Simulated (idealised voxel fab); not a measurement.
Process module, titled voxel trench capacitor
This is section cut - it's 260 nm across, gridded in 5 nm square cells.
A cross-section is written here as square cells arranged in a grid, and it is given in bands from the top down, each band taking up one or more rows of cells.
The band entry comprises the height of the band's top followed by the height of its bottom, expressed in nm, and subsequently the band's materials from left to right, each stated together with its width in nm. Where a single material is marked with the word "throughout", that material fills the band from edge to edge. The word "empty" represents empty space.
Zero point of the height axis is 0; under it, received wafer = one material. Lowest band: continues down indefinitely, "from 0 down".
Width spec "30->40" -> top row of cells at first value, bottom row at second value, equal per-row change in between.
Key: "nothing changed" - step with no changed cell in the cross-section.
Heads up: "Sealed-off cavities" only lists the empty pockets with no open path to the top that are 8 cells or more, and it writes them as width x height at distance, distance from the left edge, in nm.
Note: text after step settings on the step line = simulator remark on that step.
overlay nm, on a step with a mask: how far to the right of its planned place the mask lay; to the left if negative
PLANNED PROCESS STEPS
1) RECEIVE with material Si
2) CONFORMAL_DEP with material SiN, thk nm 5
3) MASKED_ETCH with tone open, mask id TRENCH, width nm 30, pitch nm 45, etch materials SiN, depth nm 5, overlay nm 0
4) MASKED_ETCH with tone open, mask id TRENCH, width nm 30, pitch nm 45, etch materials Si, depth nm 40, overlay nm 0
5) CONFORMAL_DEP with material Al2O3, thk nm 5
6) CONFORMAL_DEP with material TiN, thk nm 5
7) FILL_DEP with material W, thk nm 5
8) CMP with height nm 5
RECEIVED-STATE CROSS-SECTION, REFLECTING COMPLETION OF STEP 1
from 0 down: Si throughout
Sealed-off cavities: none
THE MODULE WAS RUN FROM THE START SHOWN ABOVE USING THE PLAN SHOWN ABOVE, BUT ONE MISTAKE WAS MADE DOING IT; THE RESULTING WAFER CROSS-SECTION IS BELOW
from 5 to 0: 70 of SiN, then 15 of Al2O3, then 10 of TiN, then 5 of Al2O3, then 15 of SiN, then 15 of Al2O3, then 10 of TiN, then 5 of Al2O3, then 15 of SiN, then 15 of Al2O3, then 10 of TiN, then 5 of Al2O3, then 70 of SiN
from 0 to -35: 80 of Si, then 5 of Al2O3, then 10 of TiN, then 5 of Al2O3, then 25 of Si, then 5 of Al2O3, then 10 of TiN, then 5 of Al2O3, then 25 of Si, then 5 of Al2O3, then 10 of TiN, then 5 of Al2O3, then 70 of Si
from -35 to -40: 80 of Si, then 20 of Al2O3, then 25 of Si, then 20 of Al2O3, then 25 of Si, then 20 of Al2O3, then 70 of Si
from -40 down: Si throughout
Sealed-off cavities: none
Which mistake was made when the wafer was run? step 4 ran differently from the plan; actual operation with settings: MASKED_ETCH with tone open, mask id TRENCH, width nm 30, pitch nm 45, etch materials Si, depth nm 40, overlay nm 10
